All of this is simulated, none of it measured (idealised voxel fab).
A process module follows: voxel wiring stack.
We display cut, a cross-section 275 nm in width whose square cells are each 5 nm.
Cross-section spec: square-cell grid; bands listed top down; each band is one or more rows. It is stipulated that each band's entry specify, in nanometres, the height of the top of the band and then that of its bottom, followed by the materials of the band in left-to-right sequence, each together with its width in nanometres. A single material marked by the word "everywhere" is understood to fill the band from edge to edge; the word "empty" is understood to denote empty space. Measure heights from 0. That's the level where, below it, the as-received wafer is all one material. The lowest band is bottomless and extends downward; write it as in "top 0, no bottom". Note: "30..40" means the width goes from the first number (top row of the band) to the second number (bottom row) in equal steps per row of cells. You'll sometimes find "no modification" written for a step, and that's the way of saying that nowhere in the cross-section did a cell change during that step. In the "Trapped void list" entry, you get each enclosed empty space of 8 cells or more, one with no open way to the top, written width x height at distance, distance from the left edge, in nm. Read whatever lies past the settings on a step's line as the simulator's own remark about the step. overlay nm: where the mask lay relative to plan, measured to the right, on steps with a mask; negatives go left.

THE STEPS PLANNED FOR THE PROCESS ARE AS FOLLOWS
1: op RECEIVE | material Si
2: op CONFORMAL_DEP | material SiO2 | thk nm 15
3: op DIRECTIONAL_DEP | material TiN | thk nm 5
4: op DIRECTIONAL_DEP | material W | thk nm 25
5: op DIRECTIONAL_DEP | material aC | thk nm 10
6: op PATTERN | tone cover | mask id METAL_1 | material resist | width nm 25 | pitch nm 55 | thk nm 30 | overlay nm 0
7: op DIRECTIONAL_ETCH | etch materials aC | depth nm 10
8: op STRIP | etch materials resist
9: op DIRECTIONAL_ETCH | etch materials W | depth nm 25
10: op DIRECTIONAL_ETCH | etch materials TiN | depth nm 5
11: op STRIP | etch materials aC
12: op FILL_DEP | material SiO2 | thk nm 5
13: op CMP | height nm 45
14: op CONFORMAL_DEP | material SiCN | thk nm 5
15: op DIRECTIONAL_DEP | material SiO2 | thk nm 15
16: op DIRECTIONAL_DEP | material aC | thk nm 15
17: op PATTERN | tone open | mask id PLUG_1 | material resist | width nm 15 | pitch nm 110 | thk nm 35 | overlay nm 0
18: op DIRECTIONAL_ETCH | etch materials aC | depth nm 15
19: op STRIP | etch materials resist
20: op DIRECTIONAL_ETCH | etch materials SiO2 | depth nm 15
21: op DIRECTIONAL_ETCH | etch materials SiCN | depth nm 5
22: op STRIP | etch materials aC
23: op CONFORMAL_DEP | material TiN | thk nm 5
24: op FILL_DEP | material Cu | thk nm 10
25: op CMP | height nm 65
26: op DIRECTIONAL_DEP | material TiN | thk nm 5
27: op DIRECTIONAL_DEP | material W | thk nm 15
28: op PATTERN | tone cover | mask id METAL_2 | material resist | width nm 25 | pitch nm 55 | thk nm 20 | overlay nm 0
29: op DIRECTIONAL_ETCH | etch materials W | depth nm 15
30: op DIRECTIONAL_ETCH | etch materials TiN | depth nm 5
31: op STRIP | etch materials resist
32: op CONFORMAL_DEP | material SiCN | thk nm 5
33: op FILL_DEP | material SiO2 | thk nm 10
34: op CMP | height nm 85
35: op CONFORMAL_DEP | material SiCN | thk nm 5
36: op DIRECTIONAL_DEP | material SiO2 | thk nm 25
37: op PATTERN | tone open | mask id METAL_3 | material resist | width nm 25 | pitch nm 55 | thk nm 20 | overlay nm 0
38: op DIRECTIONAL_ETCH | etch materials SiO2 | depth nm 15
39: op STRIP | etch materials resist
40: op PATTERN | tone open | mask id METAL_3_HOLES | material resist | width nm 15 | pitch nm 55 | thk nm 20 | overlay nm 0
41: op DIRECTIONAL_ETCH | etch materials SiO2 | depth nm 10
42: op DIRECTIONAL_ETCH | etch materials SiCN | depth nm 5
43: op STRIP | etch materials resist
44: op CONFORMAL_DEP | material TiN | thk nm 5
45: op FILL_DEP | material Ru | thk nm 5
46: op CMP | height nm 115
47: op CONFORMAL_DEP | material SiCN | thk nm 5
48: op DIRECTIONAL_DEP | material lowk | thk nm 30
49: op DIRECTIONAL_DEP | material aC | thk nm 15
50: op PATTERN | tone open | mask id METAL_4 | material resist | width nm 25 | pitch nm 55 | thk nm 35 | overlay nm 0
51: op DIRECTIONAL_ETCH | etch materials aC | depth nm 15
52: op STRIP | etch materials resist
53: op DIRECTIONAL_ETCH | etch materials lowk | depth nm 15
54: op STRIP | etch materials aC
55: op DIRECTIONAL_DEP | material aC | thk nm 10
56: op PATTERN | tone open | mask id METAL_4_HOLES | material resist | width nm 15 | pitch nm 55 | thk nm 25 | overlay nm 0
57: op DIRECTIONAL_ETCH | etch materials aC | depth nm 10
58: op STRIP | etch materials resist
59: op DIRECTIONAL_ETCH | etch materials lowk | depth nm 15
60: op DIRECTIONAL_ETCH | etch materials SiCN | depth nm 5
61: op STRIP | etch materials aC
62: op CONFORMAL_DEP | material TiN | thk nm 5
63: op FILL_DEP | material Cu | thk nm 10
64: op CMP | height nm 150
65: op CONFORMAL_DEP | material SiN | thk nm 5

AS RECEIVED (POST STEP 1): CROSS-SECTION
> top 0, no bottom | Si everywhere
> Trapped void list: none

POST-MODULE CROSS-SECTION OF THE FIRST OF TWO WAFERS (RUN PER PLAN)
> top 155, bottom 150 | SiN everywhere
> top 150, bottom 140 | lowk (40); TiN (5); Cu (15); TiN (5); lowk (30); TiN (5); Cu (15); TiN (5); lowk (30); TiN (5); Cu (15); TiN (5); lowk (30); TiN (5); Cu (15); TiN (5); lowk (45)
> top 140, bottom 135 | lowk (40); TiN (5); Cu (5); TiN (15); lowk (30); TiN (5); Cu (5); TiN (15); lowk (30); TiN (5); Cu (5); TiN (15); lowk (30); TiN (5); Cu (5); TiN (15); lowk (45)
> top 135, bottom 120 | lowk (40); TiN (5); Cu (5); TiN (5); lowk (40); TiN (5); Cu (5); TiN (5); lowk (40); TiN (5); Cu (5); TiN (5); lowk (40); TiN (5); Cu (5); TiN (5); lowk (55)
> top 120, bottom 115 | SiCN (40); TiN (15); SiCN (40); TiN (15); SiCN (40); TiN (15); SiCN (40); TiN (15); SiCN (55)
> top 115, bottom 105 | SiO2 (40); TiN (5); Ru (15); TiN (5); SiO2 (30); TiN (5); Ru (15); TiN (5); SiO2 (30); TiN (5); Ru (15); TiN (5); SiO2 (30); TiN (5); Ru (15); TiN (5); SiO2 (45)
> top 105, bottom 100 | SiO2 (40); TiN (5); Ru (5); TiN (15); SiO2 (30); TiN (5); Ru (5); TiN (15); SiO2 (30); TiN (5); Ru (5); TiN (15); SiO2 (30); TiN (5); Ru (5); TiN (15); SiO2 (45)
> top 100, bottom 90 | SiO2 (40); TiN (5); Ru (5); TiN (5); SiO2 (40); TiN (5); Ru (5); TiN (5); SiO2 (40); TiN (5); Ru (5); TiN (5); SiO2 (40); TiN (5); Ru (5); TiN (5); SiO2 (55)
> top 90, bottom 85 | SiCN (40); TiN (15); SiCN (40); TiN (15); SiCN (40); TiN (15); SiCN (40); TiN (15); SiCN (55)
> top 85, bottom 70 | SiO2 (35); SiCN (5); W (25); SiCN (5); SiO2 (20); SiCN (5); W (25); SiCN (5); SiO2 (20); SiCN (5); W (25); SiCN (5); SiO2 (20); SiCN (5); W (25); SiCN (5); SiO2 (40)
> top 70, bottom 65 | SiCN (40); TiN (25); SiCN (30); TiN (25); SiCN (30); TiN (25); SiCN (30); TiN (25); SiCN (45)
> top 65, bottom 50 | SiO2 (40); TiN (5); Cu (5); TiN (5); SiO2 (95); TiN (5); Cu (5); TiN (5); SiO2 (110)
> top 50, bottom 45 | SiCN (40); TiN (15); SiCN (95); TiN (15); SiCN (110)
> top 45, bottom 20 | SiO2 (40); W (25); SiO2 (30); W (25); SiO2 (30); W (25); SiO2 (30); W (25); SiO2 (45)
> top 20, bottom 15 | SiO2 (40); TiN (25); SiO2 (30); TiN (25); SiO2 (30); TiN (25); SiO2 (30); TiN (25); SiO2 (45)
> top 15, bottom 0 | SiO2 everywhere
> top 0, no bottom | Si everywhere
> Trapped void list: none

SECOND WAFER AT THE END: LIKE START, LIKE PLAN, ONE MISTAKE
> top 155, bottom 150 | SiN everywhere
> top 150, bottom 145 | SiCN (40); TiN (15); SiCN (40); TiN (15); SiCN (40); TiN (15); SiCN (40); TiN (15); SiCN (55)
> top 145, bottom 115 | lowk everywhere
> top 115, bottom 105 | SiO2 (40); TiN (5); Ru (15); TiN (5); SiO2 (30); TiN (5); Ru (15); TiN (5); SiO2 (30); TiN (5); Ru (15); TiN (5); SiO2 (30); TiN (5); Ru (15); TiN (5); SiO2 (45)
> top 105, bottom 100 | SiO2 (40); TiN (5); Ru (5); TiN (15); SiO2 (30); TiN (5); Ru (5); TiN (15); SiO2 (30); TiN (5); Ru (5); TiN (15); SiO2 (30); TiN (5); Ru (5); TiN (15); SiO2 (45)
> top 100, bottom 90 | SiO2 (40); TiN (5); Ru (5); TiN (5); SiO2 (40); TiN (5); Ru (5); TiN (5); SiO2 (40); TiN (5); Ru (5); TiN (5); SiO2 (40); TiN (5); Ru (5); TiN (5); SiO2 (55)
> top 90, bottom 85 | SiCN (40); TiN (15); SiCN (40); TiN (15); SiCN (40); TiN (15); SiCN (40); TiN (15); SiCN (55)
> top 85, bottom 70 | SiO2 (35); SiCN (5); W (25); SiCN (5); SiO2 (20); SiCN (5); W (25); SiCN (5); SiO2 (20); SiCN (5); W (25); SiCN (5); SiO2 (20); SiCN (5); W (25); SiCN (5); SiO2 (40)
> top 70, bottom 65 | SiCN (40); TiN (25); SiCN (30); TiN (25); SiCN (30); TiN (25); SiCN (30); TiN (25); SiCN (45)
> top 65, bottom 50 | SiO2 (40); TiN (5); Cu (5); TiN (5); SiO2 (95); TiN (5); Cu (5); TiN (5); SiO2 (110)
> top 50, bottom 45 | SiCN (40); TiN (15); SiCN (95); TiN (15); SiCN (110)
> top 45, bottom 20 | SiO2 (40); W (25); SiO2 (30); W (25); SiO2 (30); W (25); SiO2 (30); W (25); SiO2 (45)
> top 20, bottom 15 | SiO2 (40); TiN (25); SiO2 (30); TiN (25); SiO2 (30); TiN (25); SiO2 (30); TiN (25); SiO2 (45)
> top 15, bottom 0 | SiO2 everywhere
> top 0, no bottom | Si everywhere
> Trapped void list: none
Where did the run depart from the plan? plan vs actual: 47 and 48 interchanged
Final tally in cells, some materials are higher or lower on the second wafer than on the first: -40 Cu, -56 TiN, +96 lowk
